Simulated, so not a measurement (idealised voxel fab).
You're looking at the process module voxel capacitor over wiring.
The width of the displayed cross-section, cut, is 215 nm; its cells are square, with a size of 5 nm.
We lay out every cross-section as a grid of square cells and spell it out in bands from the top down, where one band means one or more rows of cells.
Band: top height; bottom height; in nm. Then, left to right: material with width in nm, for each material. "throughout": a single material spanning edge to edge. "air": empty space.
The reference from which all heights are counted is 0, the level beneath which the as-received wafer is entirely one material; the lowest band, having no lower bound, proceeds downward and is written after the example "z 0 and below".
The two numbers in a width such as "30..40" mark its ends across the band: the first belongs to the top row of cells, the second to the bottom row, and from each row to the next the width moves by the same amount.
Step note "identical to before" = no cross-section cell changed.
Empty spaces counting at least 8 cells and having no open way to the top are listed in "Enclosed cavity list". The notation width x height at distance is used for each, the distance being from the left edge and all three values in nm.
What comes after the settings on a step's line is commentary from the simulator itself on that step.
"overlay nm" answers the question of how far to the right of plan the mask lay on a step that has a mask, and when it is negative the answer is to the left.

**Planned step list for the process**
- 1: RECEIVE, material Si
- 2: CONFORMAL_DEP, material SiO2, thk nm 15
- 3: DIRECTIONAL_DEP, material TiN, thk nm 5
- 4: DIRECTIONAL_DEP, material W, thk nm 20
- 5: MASKED_ETCH, tone cover, mask id METAL_1, width nm 20, pitch nm 90, etch materials W, depth nm 20, overlay nm 0
- 6: MASKED_ETCH, tone cover, mask id METAL_1, width nm 20, pitch nm 90, etch materials TiN, depth nm 5, overlay nm 0
- 7: FILL_DEP, material SiO2, thk nm 10
- 8: CMP, height nm 40
- 9: CONFORMAL_DEP, material SiCN, thk nm 5
- 10: DIRECTIONAL_DEP, material SiO2, thk nm 15
- 11: MASKED_ETCH, tone open, mask id PLUG_1, width nm 15, etch materials SiO2, depth nm 15, overlay nm 0
- 12: MASKED_ETCH, tone open, mask id PLUG_1, width nm 15, etch materials SiCN, depth nm 5, overlay nm 0
- 13: CONFORMAL_DEP, material TiN, thk nm 5
- 14: FILL_DEP, material Ru, thk nm 5
- 15: CMP, height nm 60
- 16: DIRECTIONAL_DEP, material TiN, thk nm 5
- 17: DIRECTIONAL_DEP, material HfO2, thk nm 5
- 18: DIRECTIONAL_DEP, material TiN, thk nm 5
- 19: PATTERN, tone cover, mask id UPPER_PLATE, material resist, width nm 75, thk nm 20, overlay nm 0
- 20: DIRECTIONAL_ETCH, etch materials TiN, depth nm 5
- 21: DIRECTIONAL_ETCH, etch materials HfO2, depth nm 5
- 22: STRIP, etch materials resist
- 23: MASKED_ETCH, tone cover, mask id LOWER_PLATE, width nm 85, etch materials TiN, depth nm 5, overlay nm 0
- 24: FILL_DEP, material SiO2, thk nm 15
- 25: CMP, height nm 85
- 26: MASKED_ETCH, tone open, mask id PLUG_2, width nm 15, etch materials SiO2, depth nm 10, overlay nm 0
- 27: CONFORMAL_DEP, material TiN, thk nm 5
- 28: FILL_DEP, material W, thk nm 10
- 29: CMP, height nm 85
- 30: CONFORMAL_DEP, material SiN, thk nm 5

**So this is the incoming wafer in cross-section - it's already been through step 1**
  z 0 and below  Si throughout
  Enclosed cavity list: none

**Module complete, cross-section. Starting point and plan per above. One mistake made in running the module**
  z 90 to 85  SiN throughout
  z 85 to 80  65 nm SiO2  5 nm TiN  5 nm W  5 nm TiN  135 nm SiO2
  z 80 to 70  65..55 nm SiO2  15..75 nm TiN  135..85 nm SiO2
  z 70 to 65  55 nm SiO2  75 nm HfO2  85 nm SiO2
  z 65 to 60  50 nm SiO2  85 nm TiN  80 nm SiO2
  z 60 to 45  55 nm SiO2  5 nm TiN  5 nm Ru  5 nm TiN  145 nm SiO2
  z 45 to 40  55 nm SiCN  15 nm TiN  145 nm SiCN
  z 40 to 20  50 nm W  20 nm SiO2  70 nm W  20 nm SiO2  55 nm W
  z 20 to 15  TiN throughout
  z 15 to 0  SiO2 throughout
  z 0 and below  Si throughout
  Enclosed cavity list: none
Deviation noted in wafer processing: step 5 ran with different settings than intended, the actual operation and settings being MASKED_ETCH, tone open, mask id METAL_1, width nm 20, pitch nm 90, etch materials W, depth nm 20, overlay nm 0
